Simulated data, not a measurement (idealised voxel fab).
Name of the process module below: voxel self aligned contacts
The cross-section shown here is cut; it is 290 nm wide and divided into square cells measuring 5 nm on a side.
Notation: cross-section as square-cell grid; stated in bands, top first, going down; one or more cell rows per band. Per band: top height and bottom height in nm, followed by the left-to-right materials and their widths in nm; "all across" marks a single material spanning edge to edge, "blank" marks empty space. A quick word on heights: they are counted from 0, and under that level the wafer as it came to us is one material throughout. The lowest band is different from the rest in having no bottom; it simply continues downward, written as in "0 nm and below". Width: "30->40" (first number = top row, second number = bottom row, same change from row to row of cells). For the purposes of this document, the phrase "remained unchanged" attached to a step denotes that no cell within the cross-section was modified by that step. "Closed internal cavities" enumerates empty spaces isolated from the top, with no open way to it, that contain at least 8 cells, giving each as width x height at distance from the left edge, all three in nm. Read whatever lies past the settings on a step's line as the simulator's own remark about the step. Among the settings permitted on a step's line is "overlay nm"; applied to a step with a mask, it specifies the extent to which the mask lay to the right of its planned position, whereas a negative figure signifies a position to the left.
## The process steps that were planned are listed below
1: RECEIVE, material Si
2: CONFORMAL_DEP, material SiO2, thk nm 5
3: DIRECTIONAL_DEP, material polySi, thk nm 25
4: DIRECTIONAL_DEP, material SiN, thk nm 20
5: DIRECTIONAL_DEP, material aC, thk nm 10
6: PATTERN, tone cover, mask id GATE, material resist, width nm 35, pitch nm 60, thk nm 25, overlay nm 0
7: DIRECTIONAL_ETCH, etch materials aC, depth nm 10
8: STRIP, etch materials resist
9: DIRECTIONAL_ETCH, etch materials SiN, depth nm 20
10: DIRECTIONAL_ETCH, etch materials polySi, depth nm 25
11: STRIP, etch materials aC
12: CONFORMAL_DEP, material SiN, thk nm 5
13: DIRECTIONAL_ETCH, etch materials SiN, depth nm 5
14: FILL_DEP, material SiO2, thk nm 10
15: CMP, height nm 55
16: MASKED_ETCH, tone open, mask id CONTACT, width nm 35, etch materials SiO2, depth nm 55, overlay nm 0
17: CONFORMAL_DEP, material TiN, thk nm 5
18: FILL_DEP, material W, thk nm 5
19: CMP, height nm 55
20: CONFORMAL_DEP, material SiN, thk nm 5
## The following pertains to the first of two wafers, which was processed as planned
## Cross-section of the wafer upon arrival, representing the state reached after step 1
	0 nm and below = Si all across
	Closed internal cavities: none
## Cross-section of the wafer subsequent to step 2
	5 nm to 0 nm = SiO2 all across
	Nothing below the height 0 has changed.
## Cross-section of the wafer subsequent to step 3
	30 nm to 5 nm = polySi all across
	Nothing below the height 5 has changed.
## Cross-section of the wafer subsequent to step 4
	50 nm to 30 nm = SiN all across
	Nothing below the height 30 has changed.
## Cross-section of the wafer subsequent to step 5
	60 nm to 50 nm = aC all across
	Nothing below the height 50 has changed.
## Cross-section of the wafer subsequent to step 6
	85 nm to 60 nm = 95 blank / 35 resist / 25 blank / 35 resist / 100 blank
	Nothing below the height 60 has changed.
## Cross-section of the wafer subsequent to step 7
	75 nm to 60 nm = 95 blank / 35 resist / 25 blank / 35 resist / 100 blank
	60 nm to 50 nm = 95 blank / 35 aC / 25 blank / 35 aC / 100 blank
	Nothing below the height 50 has changed.
## Cross-section of the wafer subsequent to step 8
	60 nm to 50 nm = 95 blank / 35 aC / 25 blank / 35 aC / 100 blank
	Nothing below the height 50 has changed.
## Cross-section of the wafer subsequent to step 9
	60 nm to 50 nm = 95 blank / 35 aC / 25 blank / 35 aC / 100 blank
	50 nm to 30 nm = 95 blank / 35 SiN / 25 blank / 35 SiN / 100 blank
	Nothing below the height 30 has changed.
## Cross-section of the wafer subsequent to step 10
	60 nm to 50 nm = 95 blank / 35 aC / 25 blank / 35 aC / 100 blank
	50 nm to 30 nm = 95 blank / 35 SiN / 25 blank / 35 SiN / 100 blank
	30 nm to 5 nm = 95 blank / 35 polySi / 25 blank / 35 polySi / 100 blank
	Nothing below the height 5 has changed.
## Cross-section of the wafer subsequent to step 11
	50 nm to 30 nm = 95 blank / 35 SiN / 25 blank / 35 SiN / 100 blank
	Nothing below the height 30 has changed.
## Cross-section of the wafer subsequent to step 12
	55 nm to 30 nm = 90 blank / 45 SiN / 15 blank / 45 SiN / 95 blank
	30 nm to 10 nm = 90 blank / 5 SiN / 35 polySi / 5 SiN / 15 blank / 5 SiN / 35 polySi / 5 SiN / 95 blank
	10 nm to 5 nm = 95 SiN / 35 polySi / 25 SiN / 35 polySi / 100 SiN
	Nothing below the height 5 has changed.
## Cross-section of the wafer subsequent to step 13
	50 nm to 30 nm = 90 blank / 45 SiN / 15 blank / 45 SiN / 95 blank
	30 nm to 5 nm = 90 blank / 5 SiN / 35 polySi / 5 SiN / 15 blank / 5 SiN / 35 polySi / 5 SiN / 95 blank
	Nothing below the height 5 has changed.
## Cross-section of the wafer subsequent to step 14
	60 nm to 50 nm = SiO2 all across
	50 nm to 30 nm = 90 SiO2 / 45 SiN / 15 SiO2 / 45 SiN / 95 SiO2
	30 nm to 5 nm = 90 SiO2 / 5 SiN / 35 polySi / 5 SiN / 15 SiO2 / 5 SiN / 35 polySi / 5 SiN / 95 SiO2
	Nothing below the height 5 has changed.
## Cross-section of the wafer subsequent to step 15
	55 nm to 50 nm = SiO2 all across
	Nothing below the height 50 has changed.
## Cross-section of the wafer subsequent to step 16
	55 nm to 50 nm = 125 SiO2 / 35 blank / 130 SiO2
	50 nm to 30 nm = 90 SiO2 / 45 SiN / 15 blank / 45 SiN / 95 SiO2
	30 nm to 5 nm = 90 SiO2 / 5 SiN / 35 polySi / 5 SiN / 15 blank / 5 SiN / 35 polySi / 5 SiN / 95 SiO2
	5 nm to 0 nm = 135 SiO2 / 15 blank / 140 SiO2
	Nothing below the height 0 has changed.
## Cross-section of the wafer subsequent to step 17
	60 nm to 55 nm = 130 TiN / 25 blank / 135 TiN
	55 nm to 50 nm = 125 SiO2 / 15 TiN / 5 blank / 15 TiN / 130 SiO2
	50 nm to 30 nm = 90 SiO2 / 45 SiN / 5 TiN / 5 blank / 5 TiN / 45 SiN / 95 SiO2
	30 nm to 5 nm = 90 SiO2 / 5 SiN / 35 polySi / 5 SiN / 5 TiN / 5 blank / 5 TiN / 5 SiN / 35 polySi / 5 SiN / 95 SiO2
	5 nm to 0 nm = 135 SiO2 / 15 TiN / 140 SiO2
	Nothing below the height 0 has changed.
## Cross-section of the wafer subsequent to step 18
	65 nm to 60 nm = W all across
	60 nm to 55 nm = 130 TiN / 25 W / 135 TiN
	55 nm to 50 nm = 125 SiO2 / 15 TiN / 5 W / 15 TiN / 130 SiO2
	50 nm to 30 nm = 90 SiO2 / 45 SiN / 5 TiN / 5 W / 5 TiN / 45 SiN / 95 SiO2
	30 nm to 5 nm = 90 SiO2 / 5 SiN / 35 polySi / 5 SiN / 5 TiN / 5 W / 5 TiN / 5 SiN / 35 polySi / 5 SiN / 95 SiO2
	Nothing below the height 5 has changed.
## Cross-section of the wafer subsequent to step 19
	55 nm to 50 nm = 125 SiO2 / 15 TiN / 5 W / 15 TiN / 130 SiO2
	Nothing below the height 50 has changed.
## Cross-section of the wafer subsequent to step 20
	60 nm to 55 nm = SiN all across
	Nothing below the height 55 has changed.
## Second wafer, same starting conditions and recipe as the first, one mistake in executing it, nothing differs from the first up to and including step 2
## At the planned end of step 3, the second wafer in cross-section
	35 nm to 5 nm = polySi all across
	Nothing below the height 5 has changed.
## At the planned end of step 4, the second wafer in cross-section
	55 nm to 35 nm = SiN all across
	Nothing below the height 35 has changed.
## At the planned end of step 5, the second wafer in cross-section
	65 nm to 55 nm = aC all across
	Nothing below the height 55 has changed.
## At the planned end of step 6, the second wafer in cross-section
	90 nm to 65 nm = 95 blank / 35 resist / 25 blank / 35 resist / 100 blank
	Nothing below the height 65 has changed.
## At the planned end of step 7, the second wafer in cross-section
	80 nm to 65 nm = 95 blank / 35 resist / 25 blank / 35 resist / 100 blank
	65 nm to 55 nm = 95 blank / 35 aC / 25 blank / 35 aC / 100 blank
	Nothing below the height 55 has changed.
## At the planned end of step 8, the second wafer in cross-section
	65 nm to 55 nm = 95 blank / 35 aC / 25 blank / 35 aC / 100 blank
	Nothing below the height 55 has changed.
## At the planned end of step 9, the second wafer in cross-section
	65 nm to 55 nm = 95 blank / 35 aC / 25 blank / 35 aC / 100 blank
	55 nm to 35 nm = 95 blank / 35 SiN / 25 blank / 35 SiN / 100 blank
	Nothing below the height 35 has changed.
## At the planned end of step 10, the second wafer in cross-section
	65 nm to 55 nm = 95 blank / 35 aC / 25 blank / 35 aC / 100 blank
	55 nm to 35 nm = 95 blank / 35 SiN / 25 blank / 35 SiN / 100 blank
	35 nm to 10 nm = 95 blank / 35 polySi / 25 blank / 35 polySi / 100 blank
	Nothing below the height 10 has changed.
## At the planned end of step 11, the second wafer in cross-section
	55 nm to 35 nm = 95 blank / 35 SiN / 25 blank / 35 SiN / 100 blank
	Nothing below the height 35 has changed.
## At the planned end of step 12, the second wafer in cross-section
	60 nm to 35 nm = 90 blank / 45 SiN / 15 blank / 45 SiN / 95 blank
	35 nm to 15 nm = 90 blank / 5 SiN / 35 polySi / 5 SiN / 15 blank / 5 SiN / 35 polySi / 5 SiN / 95 blank
	15 nm to 10 nm = 95 SiN / 35 polySi / 25 SiN / 35 polySi / 100 SiN
	Nothing below the height 10 has changed.
## At the planned end of step 13, the second wafer in cross-section
	55 nm to 35 nm = 90 blank / 45 SiN / 15 blank / 45 SiN / 95 blank
	35 nm to 10 nm = 90 blank / 5 SiN / 35 polySi / 5 SiN / 15 blank / 5 SiN / 35 polySi / 5 SiN / 95 blank
	Nothing below the height 10 has changed.
## At the planned end of step 14, the second wafer in cross-section
	65 nm to 55 nm = SiO2 all across
	55 nm to 35 nm = 90 SiO2 / 45 SiN / 15 SiO2 / 45 SiN / 95 SiO2
	35 nm to 10 nm = 90 SiO2 / 5 SiN / 35 polySi / 5 SiN / 15 SiO2 / 5 SiN / 35 polySi / 5 SiN / 95 SiO2
	Nothing below the height 10 has changed.
## At the planned end of step 15, the second wafer in cross-section
	55 nm to 35 nm = 90 SiO2 / 45 SiN / 15 SiO2 / 45 SiN / 95 SiO2
	Nothing below the height 35 has changed.
## At the planned end of step 16, the second wafer in cross-section
	55 nm to 35 nm = 90 SiO2 / 45 SiN / 15 blank / 45 SiN / 95 SiO2
	35 nm to 10 nm = 90 SiO2 / 5 SiN / 35 polySi / 5 SiN / 15 blank / 5 SiN / 35 polySi / 5 SiN / 95 SiO2
	Nothing below the height 10 has changed.
## At the planned end of step 17, the second wafer in cross-section
	60 nm to 55 nm = 140 TiN / 5 blank / 145 TiN
	55 nm to 35 nm = 90 SiO2 / 45 SiN / 5 TiN / 5 blank / 5 TiN / 45 SiN / 95 SiO2
	35 nm to 15 nm = 90 SiO2 / 5 SiN / 35 polySi / 5 SiN / 5 TiN / 5 blank / 5 TiN / 5 SiN / 35 polySi / 5 SiN / 95 SiO2
	15 nm to 10 nm = 90 SiO2 / 5 SiN / 35 polySi / 5 SiN / 15 TiN / 5 SiN / 35 polySi / 5 SiN / 95 SiO2
	Nothing below the height 10 has changed.
## At the planned end of step 18, the second wafer in cross-section
	65 nm to 60 nm = W all across
	60 nm to 55 nm = 140 TiN / 5 W / 145 TiN
	55 nm to 35 nm = 90 SiO2 / 45 SiN / 5 TiN / 5 W / 5 TiN / 45 SiN / 95 SiO2
	35 nm to 15 nm = 90 SiO2 / 5 SiN / 35 polySi / 5 SiN / 5 TiN / 5 W / 5 TiN / 5 SiN / 35 polySi / 5 SiN / 95 SiO2
	Nothing below the height 15 has changed.
## At the planned end of step 19, the second wafer in cross-section
	55 nm to 35 nm = 90 SiO2 / 45 SiN / 5 TiN / 5 W / 5 TiN / 45 SiN / 95 SiO2
	Nothing below the height 35 has changed.
## At the planned end of step 20, the second wafer in cross-section
	60 nm to 55 nm = SiN all across
	Nothing below the height 55 has changed.
Short version of what went wrong: step 3 was run on a setting that differed from the plan, and what really ran there is DIRECTIONAL_DEP, material polySi, thk nm 30
Heads up, by the end the second wafer has more or fewer cells of some materials compared to the first: -48 SiO2, -8 TiN, -2 W, +58 polySi
